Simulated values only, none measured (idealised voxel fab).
process module | voxel gate over fins
cross-section cut | 175 nm wide | cells 5 nm
A cross-section is a grid of square cells, given in bands from the top down. A band is one or more rows of cells.
Each band's line starts with the height of the band's top and of its bottom, in nm. Then come its materials from left to right, each with its width in nm. One material with "throughout" fills the band from edge to edge. "air" is empty space.
Height 0 is the level under which the wafer as received is all one material. The lowest band goes on downwards, as in "0 down".
A width such as "30 to 40" changes by the same amount from each row of cells to the next, from the band's top row to its bottom row.
"no change" after a step means that no cell of the cross-section changed.
closed voids: empty space of 8 cells or more with no open way to the top, each as width x height at its distance from the left edge, in nm
after a step's settings: what the simulator itself notes on the step
overlay nm, on a step with a mask: how far to the right of its planned place the mask lay; to the left if negative
plan
1 op RECEIVE | material Si
2 op CONFORMAL_DEP | material SiN | thk nm 5
3 op DIRECTIONAL_DEP | material aC | thk nm 15
4 op PATTERN | tone cover | mask id FINS | material resist | width nm 15 | pitch nm 35 | thk nm 35 | overlay nm 0
5 op DIRECTIONAL_ETCH | etch materials aC | depth nm 15
6 op STRIP | etch materials resist
7 op DIRECTIONAL_ETCH | etch materials SiN | depth nm 5
8 op DIRECTIONAL_ETCH | etch materials Si | depth nm 30
9 op STRIP | etch materials aC
10 op FILL_DEP | material SiO2 | thk nm 5
11 op CMP | height nm 5
12 op SELECTIVE_ETCH | etch materials SiO2 | depth nm 20
13 op STRIP | etch materials SiN
14 op CONFORMAL_DEP | material HfO2 | thk nm 5
15 op CONFORMAL_DEP | material TiN | thk nm 5
16 op FILL_DEP | material W | thk nm 10
17 op CMP | height nm 15
18 op CONFORMAL_DEP | material SiCN | thk nm 10
varied across the wafers: thk nm of step 2. The plan shows the first wafer's value. All wafers start alike
first wafer as received, after step 1
  0 down: Si throughout
  closed voids: none
each wafer at the end: cells of each material gained (+) or lost (-) since it was received, then its closed voids
thk nm 5 | +47 HfO2 | -174 Si | +70 SiCN | +87 SiO2 | +47 TiN | +98 W | closed voids: none
thk nm 10 | +35 HfO2 | +70 SiCN | +35 TiN | +35 W | closed voids: none
thk nm 15 | +35 HfO2 | +70 SiCN | +35 TiN | +35 W | closed voids: none
thk nm 20 | +35 HfO2 | +70 SiCN | +35 TiN | +35 W | closed voids: none
